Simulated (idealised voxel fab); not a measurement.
Process module in this document: voxel plated lines
Cross-section cut: width 215 nm, square cells of 5 nm.
Cross-sections here: square-cell grids, written as top-down lists of bands, a band being one or more rows of cells.
Top height, bottom height, nm. Materials left to right, width each, nm. Single material + "full width" = fills band edge to edge. "empty" = empty.
We count height from 0. Below that, the starting wafer is all one material. The lowest band never ends at the bottom but goes on down; see "0 nm and below" for how that is written.
Width "30..40": first value at the band's top row of cells, second value at its bottom row, equal change from row to row.
It should be understood that the words "remained unchanged", when stated for a given step, signify that the cross-section underwent no change in any of its cells during that step.
"Fully sealed voids": empty spaces of 8 cells or more with no open way to the top, each given as width x height at distance, distance from the left edge, all in nm.
Anything after a step's settings on that line? It's the simulator's own note about the step.
On any step carrying a mask, the "overlay nm" setting, if present on the step's line, tells how far right of its planned place the mask lay; negative values point to the left.

Steps planned for the process
1. RECEIVE (material Si)
2. CONFORMAL_DEP (material SiO2; thk nm 5)
3. DIRECTIONAL_DEP (material TiN; thk nm 5)
4. PATTERN (tone open; mask id LINES; material resist; width nm 30; pitch nm 60; thk nm 35; overlay nm 0)
5. EPI (material Ru; thk nm 10)
6. EPI (material Ru; thk nm 5)
7. EPI (material Ru; thk nm 10)
8. STRIP (etch materials resist)
9. DIRECTIONAL_ETCH (etch materials TiN; depth nm 5)
10. CONFORMAL_DEP (material SiCN; thk nm 5)

The cross-section here shows the wafer as received, i.e. in its state after step 1
> 0 nm and below  Si full width
> Fully sealed voids: none

Here's the cross-section of the first of our two wafers at the end of the module - it ran as planned
> 40 nm to 35 nm  empty 55 nm  SiCN 40 nm  empty 20 nm  SiCN 40 nm  empty 60 nm
> 35 nm to 10 nm  empty 55 nm  SiCN 5 nm  Ru 30 nm  SiCN 5 nm  empty 20 nm  SiCN 5 nm  Ru 30 nm  SiCN 5 nm  empty 60 nm
> 10 nm to 5 nm  SiCN 60 nm  TiN 30 nm  SiCN 30 nm  TiN 30 nm  SiCN 65 nm
> 5 nm to 0 nm  SiO2 full width
> 0 nm and below  Si full width
> Fully sealed voids: none

End of module, second wafer, cross-section. Started like the first, planned like the first, run with one mistake
> 40 nm to 35 nm  empty 45 nm  SiCN 120 nm  empty 50 nm
> 35 nm to 25 nm  empty 45 nm  SiCN 5 nm  Ru 50 nm  SiCN 10 nm  Ru 50 nm  SiCN 5 nm  empty 50 nm
> 25 nm to 20 nm  SiCN 50 nm  Ru 50 nm  SiCN 10 nm  Ru 50 nm  SiCN 55 nm
> 20 nm to 10 nm  Ru full width
> 10 nm to 5 nm  TiN full width
> 5 nm to 0 nm  SiO2 full width
> 0 nm and below  Si full width
> Fully sealed voids: none
Here's what went sideways: step 7 ran in the slot meant for step 8, and vice versa
Final tally in cells, some materials are higher or lower on the second wafer than on the first: Ru +86, SiCN -12, TiN +31
